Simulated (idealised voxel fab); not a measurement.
Process module name: voxel self aligned vias
The cross-section on display is named cut; it measures 280 nm wide, and its cells are 5 nm squares.
A cross-section in this document is a grid of square cells, and it is written down as bands, the top band listed before the ones below it; a band is made up of one or more rows of cells.
In this notation a band is specified by the heights of its top and bottom, in that order and in nm, after which its materials appear from left to right, each paired with its width in nm. The word "throughout" attached to a single material means that material fills the band from edge to edge; the word "empty" stands for empty space.
Ref level 0: as-received wafer is one material below here. Bottom band extends down with no lower bound ("0 down").
Think of "30 to 40" as a width that walks from the first number to the second as you go down the band, top row to bottom row, taking equal-sized steps from row to row.
The designation "same as before", where it is given for a processing step, indicates that no cell of the cross-section was altered in the course of that step.
For the entry "closed voids", the listed items are empty spaces with no open way to the top whose size is 8 cells or more; each item follows the pattern width x height at distance, where distance is from the left edge and all three are in nm.
Text after the settings on a step's line: the simulator's own remark on that step.
A step line may carry the setting "overlay nm", which, for steps involving a mask, states the distance by which the mask lay to the right of its intended position; negative values denote displacement to the left.

The steps planned for the process are as follows
| 1 | RECEIVE,material Si |
| 2 | CONFORMAL_DEP,material SiO2,thk nm 10 |
| 3 | CONFORMAL_DEP,material SiCN,thk nm 5 |
| 4 | DIRECTIONAL_DEP,material SiO2,thk nm 25 |
| 5 | PATTERN,tone open,mask id LINES,material resist,width nm 20,pitch nm 50,thk nm 15,overlay nm 0 |
| 6 | DIRECTIONAL_ETCH,etch materials SiO2,depth nm 25 |
| 7 | STRIP,etch materials resist |
| 8 | CONFORMAL_DEP,material TiN,thk nm 5 |
| 9 | FILL_DEP,material Ru,thk nm 10 |
| 10 | CMP,height nm 40 |
| 11 | SELECTIVE_ETCH,etch materials W Ru TiN,depth nm 5 |
| 12 | FILL_DEP,material SiN,thk nm 10 |
| 13 | CMP,height nm 40 |
| 14 | DIRECTIONAL_DEP,material SiO2,thk nm 20 |
| 15 | MASKED_ETCH,tone open,mask id VIAS,width nm 30,pitch nm 50,etch materials SiO2,depth nm 20,overlay nm 0 |
| 16 | MASKED_ETCH,tone open,mask id VIAS,width nm 30,pitch nm 50,etch materials SiN,depth nm 5,overlay nm 0 |
| 17 | CONFORMAL_DEP,material TiN,thk nm 5 |
| 18 | FILL_DEP,material W,thk nm 10 |
| 19 | CMP,height nm 60 |
| 20 | CONFORMAL_DEP,material SiCN,thk nm 5 |

Here's what the wafer looked like in cross-section when it arrived - that's after step 1
- 0 down | Si throughout
- closed voids: none

The cross-section shown corresponds to the wafer at the conclusion of the module. The initial structure and the process plan are those presented above; however, one mistake occurred in executing the plan
- 65 to 60 | SiCN throughout
- 60 to 40 | 75 of SiO2 | 5 of TiN | 20 of W | 5 of TiN | 20 of SiO2 | 5 of TiN | 20 of W | 5 of TiN | 20 of SiO2 | 5 of TiN | 20 of W | 5 of TiN | 75 of SiO2
- 40 to 35 | 75 of SiO2 | 30 of TiN | 20 of SiO2 | 30 of TiN | 20 of SiO2 | 30 of TiN | 75 of SiO2
- 35 to 20 | 75 of SiO2 | 10 of TiN | 10 of Ru | 10 of TiN | 20 of SiO2 | 10 of TiN | 10 of Ru | 10 of TiN | 20 of SiO2 | 10 of TiN | 10 of Ru | 10 of TiN | 75 of SiO2
- 20 to 15 | 80 of SiO2 | 20 of TiN | 30 of SiO2 | 20 of TiN | 30 of SiO2 | 20 of TiN | 80 of SiO2
- 15 to 10 | SiCN throughout
- 10 to 0 | SiO2 throughout
- 0 down | Si throughout
- closed voids: none
Misprocessing identified: heads up, step 15 of the plan got done twice
